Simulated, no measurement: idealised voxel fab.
Process module heading - voxel plated lines
Xsec cut, 195 nm wide, square cell size 5 nm.
How to read a cross-section here: the picture is a grid of square cells, written as bands going from the top down, and any band can span one or more rows of cells.
In this notation a band is specified by the heights of its top and bottom, in that order and in nm, after which its materials appear from left to right, each paired with its width in nm. The word "full width" attached to a single material means that material fills the band from edge to edge; the word "air" stands for empty space.
Counting heights begins at 0, where everything beneath is, in the wafer as received, one material. The lowest band has no bottom; it goes on downwards, as "0 down" shows.
Per-row width for "30 to 40": begins at first number (top row of band), ends at second number (bottom row), increment between rows held constant.
"remained unchanged", as given for a step, is the statement that not any cell of the cross-section underwent a change during that step.
Heads up: "Tabulated closed voids" only lists the empty pockets with no open path to the top that are 8 cells or more, and it writes them as width x height at distance, distance from the left edge, in nm.
Post-settings text on a step line: simulator's own remark regarding the step.
The setting "overlay nm" may be written on the line of a step. When the step uses a mask, the value reports how far to the right of the planned place the mask lay, and a negative value reports that it lay to the left.
-- Planned step list for the process
| 1 | RECEIVE: material Si |
| 2 | CONFORMAL_DEP: material SiN, thk nm 10 |
| 3 | DIRECTIONAL_DEP: material TiN, thk nm 5 |
| 4 | PATTERN: tone open, mask id LINES, material resist, width nm 20, pitch nm 40, thk nm 15, overlay nm 0 |
| 5 | EPI: material Ru, thk nm 5 |
| 6 | STRIP: etch materials resist |
| 7 | DIRECTIONAL_ETCH: etch materials TiN, depth nm 5 |
| 8 | CONFORMAL_DEP: material SiCN, thk nm 10 |
-- Cross-section, incoming material, after step 1
* 0 down | Si full width
* Tabulated closed voids: none
-- Cross-sectional image of the first of two wafers at the end of the module, the run having proceeded as planned
* 30 to 20 | air 35 nm / SiCN 120 nm / air 40 nm
* 20 to 15 | SiCN 45 nm / Ru 20 nm / SiCN 20 nm / Ru 20 nm / SiCN 20 nm / Ru 20 nm / SiCN 50 nm
* 15 to 10 | SiCN 45 nm / TiN 20 nm / SiCN 20 nm / TiN 20 nm / SiCN 20 nm / TiN 20 nm / SiCN 50 nm
* 10 to 0 | SiN full width
* 0 down | Si full width
* Tabulated closed voids: none
-- Here's the second of our two wafers sectioned at module end. Same start as the first, same plan, but one mistake got made running it
* 35 to 25 | air 30 nm / SiCN 130 nm / air 35 nm
* 25 to 20 | SiCN full width
* 20 to 15 | SiCN 45 nm / Ru 20 nm / SiCN 20 nm / Ru 20 nm / SiCN 20 nm / Ru 20 nm / SiCN 50 nm
* 15 to 10 | SiCN 45 nm / TiN 20 nm / SiCN 20 nm / TiN 20 nm / SiCN 20 nm / TiN 20 nm / SiCN 50 nm
* 10 to 0 | SiN full width
* 0 down | Si full width
* Tabulated closed voids: none
Against the plan, the run slipped here: step 8 did not happen as planned, as run it was CONFORMAL_DEP: material SiCN, thk nm 15
Wafer comparison, final, in cells, second relative to first, materials more or fewer: +43 SiCN
